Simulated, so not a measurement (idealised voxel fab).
voxel quadruple lines: a process module
Cross-sectional view cut (width: 140 nm; square cell size: 5 nm).
The cross-sections in this document take the form of a grid made of square cells. They are written out as bands, in order from top to bottom. Each band consists of one or more rows of cells.
It is stipulated that each band's entry specify, in nanometres, the height of the top of the band and then that of its bottom, followed by the materials of the band in left-to-right sequence, each together with its width in nanometres. A single material marked by the word "everywhere" is understood to fill the band from edge to edge; the word "air" is understood to denote empty space.
Where do heights start? At 0: under that level the wafer as delivered is made of one material only. And the lowest band has no floor; it just carries on downward, as in "0 -> down".
A two-number width, for instance "30 to 40", indicates that the width is equal to the first number in the top row of the band and to the second number in the bottom row, and that it changes by a constant amount per row of cells.
Where a step carries "no modification", the cross-section came out of it unchanged, cell for cell.
If an empty space has no open way to the top and is at least 8 cells in size, "Enclosed cavity list" lists it, written width x height at distance, where distance is measured from the left edge and every value is in nm.
On each step's line, the part that comes after the settings is the simulator's own comment on the step.
The line of a step may include "overlay nm". On a step with a mask, this value is how far to the right of its planned place the mask lay. A negative value means the mask lay to the left.
### plan
1 RECEIVE: material Si
2 CONFORMAL_DEP: material SiO2, thk nm 5
3 DIRECTIONAL_DEP: material TiN, thk nm 10
4 DIRECTIONAL_DEP: material polySi, thk nm 15
5 DIRECTIONAL_DEP: material aC, thk nm 20
6 PATTERN: tone cover, mask id MANDREL, material resist, width nm 35, thk nm 25, overlay nm 0
7 DIRECTIONAL_ETCH: etch materials aC, depth nm 20
8 STRIP: etch materials resist
9 CONFORMAL_DEP: material SiO2, thk nm 15
10 DIRECTIONAL_ETCH: etch materials SiO2, depth nm 15
11 STRIP: etch materials aC
12 DIRECTIONAL_ETCH: etch materials polySi, depth nm 15
13 STRIP: etch materials SiO2
14 CONFORMAL_DEP: material SiCN, thk nm 10
15 DIRECTIONAL_ETCH: etch materials SiCN, depth nm 10
16 STRIP: etch materials polySi
17 DIRECTIONAL_ETCH: etch materials TiN, depth nm 10
18 STRIP: etch materials SiCN
19 FILL_DEP: material SiO2, thk nm 10
20 CMP: height nm 15
### Account of the first of two wafers, which was processed as intended
### Cross-sectional view of the wafer in its as-received condition, corresponding to the state after step 1
  0 -> down | Si everywhere
  Enclosed cavity list: none
### Once step 2 is through, the wafer looks like this in cross-section
  5 -> 0 | SiO2 everywhere
  Below 0, the layers are the same as they were.
### Once step 3 is through, the wafer looks like this in cross-section
  15 -> 5 | TiN everywhere
  Below 5, the layers are the same as they were.
### Once step 4 is through, the wafer looks like this in cross-section
  30 -> 15 | polySi everywhere
  Below 15, the layers are the same as they were.
### Once step 5 is through, the wafer looks like this in cross-section
  50 -> 30 | aC everywhere
  Below 30, the layers are the same as they were.
### Once step 6 is through, the wafer looks like this in cross-section
  75 -> 50 | air 50; resist 35; air 55
  Below 50, the layers are the same as they were.
### Once step 7 is through, the wafer looks like this in cross-section
  55 -> 50 | air 50; resist 35; air 55
  50 -> 30 | air 50; aC 35; air 55
  Below 30, the layers are the same as they were.
### Once step 8 is through, the wafer looks like this in cross-section
  50 -> 30 | air 50; aC 35; air 55
  Below 30, the layers are the same as they were.
### Once step 9 is through, the wafer looks like this in cross-section
  65 -> 50 | air 35; SiO2 65; air 40
  50 -> 45 | air 35; SiO2 15; aC 35; SiO2 15; air 40
  45 -> 30 | SiO2 50; aC 35; SiO2 55
  Below 30, the layers are the same as they were.
### Once step 10 is through, the wafer looks like this in cross-section
  50 -> 30 | air 35; SiO2 15; aC 35; SiO2 15; air 40
  Below 30, the layers are the same as they were.
### Once step 11 is through, the wafer looks like this in cross-section
  50 -> 30 | air 35; SiO2 15; air 35; SiO2 15; air 40
  Below 30, the layers are the same as they were.
### Once step 12 is through, the wafer looks like this in cross-section
  50 -> 30 | air 35; SiO2 15; air 35; SiO2 15; air 40
  30 -> 15 | air 35; polySi 15; air 35; polySi 15; air 40
  Below 15, the layers are the same as they were.
### Once step 13 is through, the wafer looks like this in cross-section
  30 -> 15 | air 35; polySi 15; air 35; polySi 15; air 40
  Below 15, the layers are the same as they were.
### Once step 14 is through, the wafer looks like this in cross-section
  40 -> 30 | air 25; SiCN 35; air 15; SiCN 35; air 30
  30 -> 25 | air 25; SiCN 10; polySi 15; SiCN 10; air 15; SiCN 10; polySi 15; SiCN 10; air 30
  25 -> 15 | SiCN 35; polySi 15; SiCN 35; polySi 15; SiCN 40
  Below 15, the layers are the same as they were.
### Once step 15 is through, the wafer looks like this in cross-section
  30 -> 15 | air 25; SiCN 10; polySi 15; SiCN 10; air 15; SiCN 10; polySi 15; SiCN 10; air 30
  Below 15, the layers are the same as they were.
### Once step 16 is through, the wafer looks like this in cross-section
  30 -> 15 | air 25; SiCN 10; air 15; SiCN 10; air 15; SiCN 10; air 15; SiCN 10; air 30
  Below 15, the layers are the same as they were.
### Once step 17 is through, the wafer looks like this in cross-section
  30 -> 15 | air 25; SiCN 10; air 15; SiCN 10; air 15; SiCN 10; air 15; SiCN 10; air 30
  15 -> 5 | air 25; TiN 10; air 15; TiN 10; air 15; TiN 10; air 15; TiN 10; air 30
  Below 5, the layers are the same as they were.
### Once step 18 is through, the wafer looks like this in cross-section
  15 -> 5 | air 25; TiN 10; air 15; TiN 10; air 15; TiN 10; air 15; TiN 10; air 30
  Below 5, the layers are the same as they were.
### Once step 19 is through, the wafer looks like this in cross-section
  25 -> 15 | SiO2 everywhere
  15 -> 5 | SiO2 25; TiN 10; SiO2 15; TiN 10; SiO2 15; TiN 10; SiO2 15; TiN 10; SiO2 30
  Below 5, the layers are the same as they were.
### Once step 20 is through, the wafer looks like this in cross-section
  15 -> 5 | SiO2 25; TiN 10; SiO2 15; TiN 10; SiO2 15; TiN 10; SiO2 15; TiN 10; SiO2 30
  Below 5, the layers are the same as they were.
### Notes, second wafer: start = first wafer's, plan = first wafer's, execution had one mistake; history identical to first through step 5
### Cross-section of the second wafer at the time step 6 of the plan should have ended
  75 -> 50 | air 45; resist 45; air 50
  Below 50, the layers are the same as they were.
### Cross-section of the second wafer at the time step 7 of the plan should have ended
  55 -> 50 | air 45; resist 45; air 50
  50 -> 30 | air 45; aC 45; air 50
  Below 30, the layers are the same as they were.
### Cross-section of the second wafer at the time step 8 of the plan should have ended
  50 -> 30 | air 45; aC 45; air 50
  Below 30, the layers are the same as they were.
### Cross-section of the second wafer at the time step 9 of the plan should have ended
  65 -> 50 | air 30; SiO2 75; air 35
  50 -> 45 | air 30; SiO2 15; aC 45; SiO2 15; air 35
  45 -> 30 | SiO2 45; aC 45; SiO2 50
  Below 30, the layers are the same as they were.
### Cross-section of the second wafer at the time step 10 of the plan should have ended
  50 -> 30 | air 30; SiO2 15; aC 45; SiO2 15; air 35
  Below 30, the layers are the same as they were.
### Cross-section of the second wafer at the time step 11 of the plan should have ended
  50 -> 30 | air 30; SiO2 15; air 45; SiO2 15; air 35
  Below 30, the layers are the same as they were.
### Cross-section of the second wafer at the time step 12 of the plan should have ended
  50 -> 30 | air 30; SiO2 15; air 45; SiO2 15; air 35
  30 -> 15 | air 30; polySi 15; air 45; polySi 15; air 35
  Below 15, the layers are the same as they were.
### Cross-section of the second wafer at the time step 13 of the plan should have ended
  30 -> 15 | air 30; polySi 15; air 45; polySi 15; air 35
  Below 15, the layers are the same as they were.
### Cross-section of the second wafer at the time step 14 of the plan should have ended
  40 -> 30 | air 20; SiCN 35; air 25; SiCN 35; air 25
  30 -> 25 | air 20; SiCN 10; polySi 15; SiCN 10; air 25; SiCN 10; polySi 15; SiCN 10; air 25
  25 -> 15 | SiCN 30; polySi 15; SiCN 45; polySi 15; SiCN 35
  Below 15, the layers are the same as they were.
### Cross-section of the second wafer at the time step 15 of the plan should have ended
  30 -> 15 | air 20; SiCN 10; polySi 15; SiCN 10; air 25; SiCN 10; polySi 15; SiCN 10; air 25
  Below 15, the layers are the same as they were.
### Cross-section of the second wafer at the time step 16 of the plan should have ended
  30 -> 15 | air 20; SiCN 10; air 15; SiCN 10; air 25; SiCN 10; air 15; SiCN 10; air 25
  Below 15, the layers are the same as they were.
### Cross-section of the second wafer at the time step 17 of the plan should have ended
  30 -> 15 | air 20; SiCN 10; air 15; SiCN 10; air 25; SiCN 10; air 15; SiCN 10; air 25
  15 -> 5 | air 20; TiN 10; air 15; TiN 10; air 25; TiN 10; air 15; TiN 10; air 25
  Below 5, the layers are the same as they were.
### Cross-section of the second wafer at the time step 18 of the plan should have ended
  15 -> 5 | air 20; TiN 10; air 15; TiN 10; air 25; TiN 10; air 15; TiN 10; air 25
  Below 5, the layers are the same as they were.
### Cross-section of the second wafer at the time step 19 of the plan should have ended
  25 -> 15 | SiO2 everywhere
  15 -> 5 | SiO2 20; TiN 10; SiO2 15; TiN 10; SiO2 25; TiN 10; SiO2 15; TiN 10; SiO2 25
  Below 5, the layers are the same as they were.
### Cross-section of the second wafer at the time step 20 of the plan should have ended
  15 -> 5 | SiO2 20; TiN 10; SiO2 15; TiN 10; SiO2 25; TiN 10; SiO2 15; TiN 10; SiO2 25
  Below 5, the layers are the same as they were.
Run error: step 6 went in with a setting other than planned; the actual run was PATTERN: tone cover, mask id MANDREL, material resist, width nm 45, thk nm 25, overlay nm 0
at the end the second wafer has, in cells: as many of each material as the first, in other places
